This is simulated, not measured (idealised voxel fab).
process module | voxel gate over fins
cross-section cut | 235 nm wide | cells 5 nm
A cross-section is a grid of square cells, given in bands from the top down. A band is one or more rows of cells.
Each band's line starts with the height of the band's top and of its bottom, in nm. Then come its materials from left to right, each with its width in nm. One material with "throughout" fills the band from edge to edge. "air" is empty space.
Height 0 is the level under which the wafer as received is all one material. The lowest band goes on downwards, as in "0 down".
A width such as "30 to 40" changes by the same amount from each row of cells to the next, from the band's top row to its bottom row.
"no change" after a step means that no cell of the cross-section changed.
closed voids: empty space of 8 cells or more with no open way to the top, each as width x height at its distance from the left edge, in nm
after a step's settings: what the simulator itself notes on the step
overlay nm, on a step with a mask: how far to the right of its planned place the mask lay; to the left if negative
plan
1 op RECEIVE | material Si
2 op CONFORMAL_DEP | material SiN | thk nm 5
3 op MASKED_ETCH | tone cover | mask id FINS | width nm 15 | pitch nm 55 | etch materials SiN | depth nm 5 | overlay nm 0
4 op MASKED_ETCH | tone cover | mask id FINS | width nm 15 | pitch nm 55 | etch materials Si | depth nm 40 | overlay nm 0
5 op OXIDIZE | depth nm 5
6 op FILL_DEP | material SiO2 | thk nm 5
7 op CMP | height nm 5
8 op MASKED_ETCH | tone open | mask id RAIL | width nm 15 | etch materials SiO2 | depth nm 40 | overlay nm 0
9 op CONFORMAL_DEP | material TiN | thk nm 5
10 op FILL_DEP | material W | thk nm 5
11 op CMP | height nm 5
12 op SELECTIVE_ETCH | etch materials W Ru TiN | depth nm 25
13 op FILL_DEP | material SiO2 | thk nm 5
14 op CMP | height nm 5
15 op SELECTIVE_ETCH | etch materials SiO2 | depth nm 15
16 op STRIP | etch materials SiN
17 op CONFORMAL_DEP | material HfO2 | thk nm 5
18 op CONFORMAL_DEP | material TiN | thk nm 5
19 op CONFORMAL_DEP | material TiAl | thk nm 5
20 op CONFORMAL_DEP | material TiN | thk nm 5
21 op FILL_DEP | material W | thk nm 10
22 op CMP | height nm 25
23 op CONFORMAL_DEP | material SiN | thk nm 10
as received, after step 1
  0 down: Si throughout
  closed voids: none
first wafer at the end, as planned
  35 to 25: SiN throughout
  25 to 20: W throughout
  20 to 15: W 40 | TiN 45 | W 10 | TiN 45 | W 10 | TiN 45 | W 40
  15 to 10: W 40 | TiN 5 | TiAl 35 | TiN 5 | W 10 | TiN 5 | TiAl 35 | TiN 5 | W 10 | TiN 5 | TiAl 35 | TiN 5 | W 40
  10 to 5: TiN 45 | TiAl 5 | TiN 25 | TiAl 5 | TiN 20 | TiAl 5 | TiN 25 | TiAl 5 | TiN 20 | TiAl 5 | TiN 25 | TiAl 5 | TiN 45
  5 to 0: TiAl 50 | TiN 5 | HfO2 15 | TiN 5 | TiAl 30 | TiN 5 | HfO2 15 | TiN 5 | TiAl 30 | TiN 5 | HfO2 15 | TiN 5 | TiAl 50
  0 to -5: TiN 55 | HfO2 5 | Si 5 | HfO2 5 | TiN 40 | HfO2 5 | Si 5 | HfO2 5 | TiN 40 | HfO2 5 | Si 5 | HfO2 5 | TiN 55
  -5 to -10: HfO2 60 | Si 5 | HfO2 50 | Si 5 | HfO2 50 | Si 5 | HfO2 60
  -10 to -20: SiO2 60 | Si 5 | SiO2 50 | Si 5 | SiO2 50 | Si 5 | SiO2 60
  -20 to -30: SiO2 60 | Si 5 | SiO2 15 | TiN 5 | W 5 | TiN 5 | SiO2 20 | Si 5 | SiO2 50 | Si 5 | SiO2 60
  -30 to -35: SiO2 60 | Si 5 | SiO2 15 | TiN 15 | SiO2 20 | Si 5 | SiO2 50 | Si 5 | SiO2 60
  -35 to -45: SiO2 60 | Si 5 | SiO2 50 | Si 5 | SiO2 50 | Si 5 | SiO2 60
  -45 down: Si throughout
  closed voids: none
second wafer at the end: like start, like plan, one mistake
  35 to 25: SiN throughout
  25 to 15: W throughout
  15 to 10: W 45 | TiN 35 | W 20 | TiN 35 | W 20 | TiN 35 | W 45
  10 to 5: W 45 | TiN 5 | TiAl 25 | TiN 5 | W 20 | TiN 5 | TiAl 25 | TiN 5 | W 20 | TiN 5 | TiAl 25 | TiN 5 | W 45
  5 to 0: TiN 50 | TiAl 5 | TiN 15 | TiAl 5 | TiN 30 | TiAl 5 | TiN 15 | TiAl 5 | TiN 30 | TiAl 5 | TiN 15 | TiAl 5 | TiN 50
  0 to -5: TiAl 55 | TiN 5 | Si 5 | TiN 5 | TiAl 40 | TiN 5 | Si 5 | TiN 5 | TiAl 40 | TiN 5 | Si 5 | TiN 5 | TiAl 55
  -5 to -10: TiN 60 | Si 5 | TiN 50 | Si 5 | TiN 50 | Si 5 | TiN 60
  -10 to -20: SiO2 60 | Si 5 | SiO2 50 | Si 5 | SiO2 50 | Si 5 | SiO2 60
  -20 to -30: SiO2 60 | Si 5 | SiO2 15 | TiN 5 | W 5 | TiN 5 | SiO2 20 | Si 5 | SiO2 50 | Si 5 | SiO2 60
  -30 to -35: SiO2 60 | Si 5 | SiO2 15 | TiN 15 | SiO2 20 | Si 5 | SiO2 50 | Si 5 | SiO2 60
  -35 to -45: SiO2 60 | Si 5 | SiO2 50 | Si 5 | SiO2 50 | Si 5 | SiO2 60
  -45 down: Si throughout
  closed voids: none
what went wrong: step 17 was left out
at the end the second wafer has, in cells: 59 fewer of HfO2 | 59 more of W
